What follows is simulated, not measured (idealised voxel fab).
Presented below is a process module, voxel transistor to metal.
Square cell edge 5 nm, section width 150 nm, ID cut.
In this document a cross-section is written as a grid of square cells. It is given as a series of bands, listed from the top down, and a band is one or more rows of cells.
Top height, bottom height, nm. Materials left to right, width each, nm. Single material + "everywhere" = fills band edge to edge. "empty" = empty.
Note: height 0 marks the level under which the wafer is uniformly one material as received. Lowest band unbounded below, written "top 0, no bottom".
It should be noted that a width expressed as "30->40" varies in equal increments from row to row of cells within the band, taking the value of the first number at the top row and that of the second number at the bottom row.
What does "remained the same" mean for a step? It means no cell of the cross-section changed in that step.
This entry, "Closed void inventory", enumerates those empty regions of no fewer than 8 cells that possess no open connection to the top. Each region is reported in the form width x height at distance, the distance being taken from the left edge, with all three quantities expressed in nm.
The remark found on a step's line after its settings is issued by the simulator itself and pertains to that step.
overlay nm: where the mask lay relative to plan, measured to the right, on steps with a mask; negatives go left.

# The steps planned for the process are as follows
1) RECEIVE: material Si
2) OXIDIZE: depth nm 5
3) CONFORMAL_DEP: material SiN, thk nm 10
4) MASKED_ETCH: tone cover, mask id ACTIVE, width nm 115, etch materials SiN, depth nm 10, overlay nm 0
5) MASKED_ETCH: tone cover, mask id ACTIVE, width nm 115, etch materials SiO2, depth nm 5, overlay nm 0
6) MASKED_ETCH: tone cover, mask id ACTIVE, width nm 115, etch materials Si, depth nm 25, overlay nm 0
7) OXIDIZE: depth nm 5
8) FILL_DEP: material SiO2, thk nm 10
9) CMP: height nm 10
10) SELECTIVE_ETCH: etch materials SiO2, depth nm 5
11) STRIP: etch materials SiN
12) SELECTIVE_ETCH: etch materials SiO2, depth nm 5
13) OXIDIZE: depth nm 5
14) DIRECTIONAL_DEP: material polySi, thk nm 30
15) DIRECTIONAL_DEP: material SiCN, thk nm 15
16) DIRECTIONAL_DEP: material aC, thk nm 15
17) PATTERN: tone cover, mask id GATE, material resist, width nm 25, thk nm 35, overlay nm 0
18) DIRECTIONAL_ETCH: etch materials aC, depth nm 15
19) STRIP: etch materials resist
20) DIRECTIONAL_ETCH: etch materials SiCN, depth nm 25
21) DIRECTIONAL_ETCH: etch materials polySi, depth nm 40
22) STRIP: etch materials aC
23) CONFORMAL_DEP: material SiN, thk nm 5
24) DIRECTIONAL_ETCH: etch materials SiN, depth nm 5
25) DIRECTIONAL_ETCH: etch materials SiO2, depth nm 5
26) EPI: material nSi, thk nm 5
27) FILL_DEP: material SiO2, thk nm 10
28) CMP: height nm 25
29) STRIP: etch materials polySi
30) SELECTIVE_ETCH: etch materials SiO2, depth nm 5
31) CONFORMAL_DEP: material HfO2, thk nm 5
32) CONFORMAL_DEP: material TiN, thk nm 5
33) FILL_DEP: material W, thk nm 5
34) CMP: height nm 20
35) DIRECTIONAL_DEP: material SiO2, thk nm 10
36) DIRECTIONAL_DEP: material aC, thk nm 10
37) PATTERN: tone open, mask id CONTACT, material resist, width nm 20, pitch nm 85, thk nm 25, overlay nm 0
38) DIRECTIONAL_ETCH: etch materials aC, depth nm 10
39) STRIP: etch materials resist
40) DIRECTIONAL_ETCH: etch materials SiO2, depth nm 35
41) STRIP: etch materials aC
42) CONFORMAL_DEP: material TiN, thk nm 5
43) FILL_DEP: material W, thk nm 10
44) CMP: height nm 30
45) DIRECTIONAL_DEP: material TiN, thk nm 5
46) DIRECTIONAL_DEP: material W, thk nm 15
47) DIRECTIONAL_DEP: material aC, thk nm 15
48) PATTERN: tone cover, mask id METAL_1, material resist, width nm 20, pitch nm 85, thk nm 30, overlay nm 0
49) DIRECTIONAL_ETCH: etch materials aC, depth nm 15
50) STRIP: etch materials resist
51) DIRECTIONAL_ETCH: etch materials W, depth nm 15
52) DIRECTIONAL_ETCH: etch materials TiN, depth nm 5
53) STRIP: etch materials aC
54) CONFORMAL_DEP: material SiCN, thk nm 5
55) FILL_DEP: material lowk, thk nm 10
56) CMP: height nm 50
57) CONFORMAL_DEP: material SiCN, thk nm 5
58) DIRECTIONAL_DEP: material lowk, thk nm 35
59) PATTERN: tone open, mask id METAL_2, material resist, width nm 20, pitch nm 85, thk nm 20, overlay nm 0
60) DIRECTIONAL_ETCH: etch materials lowk, depth nm 20
61) STRIP: etch materials resist
62) DIRECTIONAL_DEP: material aC, thk nm 15
63) PATTERN: tone open, mask id METAL_2_HOLES, material resist, width nm 15, pitch nm 85, thk nm 35, overlay nm 0
64) DIRECTIONAL_ETCH: etch materials aC, depth nm 15
65) STRIP: etch materials resist
66) DIRECTIONAL_ETCH: etch materials lowk, depth nm 15
67) DIRECTIONAL_ETCH: etch materials SiCN, depth nm 5
68) STRIP: etch materials aC
69) CONFORMAL_DEP: material TiN, thk nm 5
70) FILL_DEP: material Cu, thk nm 10
71) CMP: height nm 90
72) CONFORMAL_DEP: material SiCN, thk nm 5

# Delivered wafer in cross-section: state after step 1
> top 0, no bottom  Si everywhere
> Closed void inventory: none

# End-of-module cross-section. Starting structure and process plan as above; one mistake made in running it
> top 95, bottom 90  SiCN everywhere
> top 90, bottom 75  20 nm lowk, then 5 nm TiN, then 10 nm Cu, then 5 nm TiN, then 65 nm lowk, then 5 nm TiN, then 10 nm Cu, then 5 nm TiN, then 25 nm lowk
> top 75, bottom 70  20 nm lowk, then 5 nm TiN, then 5 nm Cu, then 10 nm TiN, then 65 nm lowk, then 5 nm TiN, then 5 nm Cu, then 10 nm TiN, then 25 nm lowk
> top 70, bottom 55  20 nm lowk, then 5 nm TiN, then 5 nm Cu, then 5 nm TiN, then 70 nm lowk, then 5 nm TiN, then 5 nm Cu, then 5 nm TiN, then 30 nm lowk
> top 55, bottom 50  20 nm SiCN, then 15 nm TiN, then 70 nm SiCN, then 15 nm TiN, then 30 nm SiCN
> top 50, bottom 35  15 nm lowk, then 5 nm SiCN, then 20 nm W, then 5 nm SiCN, then 55 nm lowk, then 5 nm SiCN, then 20 nm W, then 5 nm SiCN, then 20 nm lowk
> top 35, bottom 30  20 nm SiCN, then 20 nm TiN, then 65 nm SiCN, then 20 nm TiN, then 25 nm SiCN
> top 30, bottom 20  20 nm SiO2, then 5 nm TiN, then 10 nm W, then 5 nm TiN, then 65 nm SiO2, then 5 nm TiN, then 10 nm W, then 5 nm TiN, then 25 nm SiO2
> top 20, bottom 0  20 nm SiO2, then 5 nm TiN, then 10 nm W, then 5 nm TiN, then 15 nm SiO2, then 5 nm SiN, then 5 nm HfO2, then 5 nm TiN, then 5 nm W, then 5 nm TiN, then 5 nm HfO2, then 5 nm SiN, then 15 nm SiO2, then 5 nm TiN, then 10 nm W, then 5 nm TiN, then 25 nm SiO2
> top 0, bottom -5  5 nm SiO2, then 5 nm SiN, then 10 nm SiO2, then 20 nm TiN, then 15 nm SiO2, then 5 nm SiN, then 5 nm HfO2, then 15 nm TiN, then 5 nm HfO2, then 5 nm SiN, then 15 nm SiO2, then 20 nm TiN, then 10 nm SiO2, then 5 nm SiN, then 10 nm SiO2
> top -5, bottom -10  5 nm SiO2, then 5 nm SiN, then 5 nm SiO2, then 5 nm SiN, then 35 nm nSi, then 35 nm HfO2, then 35 nm nSi, then 5 nm SiN, then 5 nm SiO2, then 5 nm SiN, then 10 nm SiO2
> top -10, bottom -15  25 nm SiO2, then 95 nm Si, then 30 nm SiO2
> top -15, bottom -35  20 nm SiO2, then 105 nm Si, then 25 nm SiO2
> top -35, no bottom  Si everywhere
> Closed void inventory: none
Processing error: steps 10 and 11: order swapped relative to plan
